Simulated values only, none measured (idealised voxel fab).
Title: Process Module voxel self aligned contacts
Cross-section cut: width 185 nm, square cells of 5 nm.
Format of a cross-section: grid, square cells. Given as bands. Order: top down. Band: one or more rows of cells.
What a band's entry tells you: where the top is and where the bottom is, as heights in nm, and after that what lies inside, material by material from left to right, each with its width in nm. Empty space is written as the word "empty", and a single material marked with the word "full width" occupies the band from edge to edge.
Below 0: as-received wafer, all one material; heights counted from there. Lowest band: no bottom, goes on down, written "top 0, no bottom".
A width given as "30 to 40" starts at the first number in the band's top row and ends at the second number in its bottom row, shifting by an equal amount at every step from row to row.
"all unchanged" -> step changed no cross-section cell.
"Cavities, closed": sealed empty spaces, 8 cells or more, no open way to top, listed width x height at distance, with distance from the left edge and width, height and distance in nm.
On a step's line, text after the settings is the simulator commenting on that step.
On any step carrying a mask, the "overlay nm" setting, if present on the step's line, tells how far right of its planned place the mask lay; negative values point to the left.

[Process steps (planned)]
1. RECEIVE: material Si
2. CONFORMAL_DEP: material SiO2, thk nm 5
3. DIRECTIONAL_DEP: material polySi, thk nm 20
4. DIRECTIONAL_DEP: material SiN, thk nm 15
5. PATTERN: tone cover, mask id GATE, material resist, width nm 30, pitch nm 60, thk nm 15, overlay nm 0
6. DIRECTIONAL_ETCH: etch materials SiN, depth nm 15
7. DIRECTIONAL_ETCH: etch materials polySi, depth nm 20
8. STRIP: etch materials resist
9. CONFORMAL_DEP: material SiN, thk nm 5
10. DIRECTIONAL_ETCH: etch materials SiN, depth nm 5
11. FILL_DEP: material SiO2, thk nm 15
12. CMP: height nm 45
13. MASKED_ETCH: tone open, mask id CONTACT, width nm 40, pitch nm 60, etch materials SiO2, depth nm 45, overlay nm 0
14. CONFORMAL_DEP: material TiN, thk nm 5
15. FILL_DEP: material W, thk nm 5
16. CMP: height nm 45
17. CONFORMAL_DEP: material SiCN, thk nm 5

[Cross-section of the wafer upon arrival, representing the state reached after step 1]
    top 0, no bottom  Si full width
    Cavities, closed: none

[Look at the cross-section after the module: the wafer started out the way shown above and the plan was the one shown above, yet one mistake was made along the way]
    top 50, bottom 45  SiCN full width
    top 45, bottom 30  10 SiO2; 5 SiN; 30 polySi; 5 SiN; 5 TiN; 10 W; 5 TiN; 5 SiN; 30 polySi; 5 SiN; 5 TiN; 10 W; 5 TiN; 5 SiN; 30 polySi; 5 SiN; 15 SiO2
    top 30, bottom 25  10 SiO2; 5 SiN; 30 polySi; 5 SiN; 20 TiN; 5 SiN; 30 polySi; 5 SiN; 20 TiN; 5 SiN; 30 polySi; 5 SiN; 15 SiO2
    top 25, bottom 5  polySi full width
    top 5, bottom 0  SiO2 full width
    top 0, no bottom  Si full width
    Cavities, closed: none
Processing error: step 3, plan: ran twice
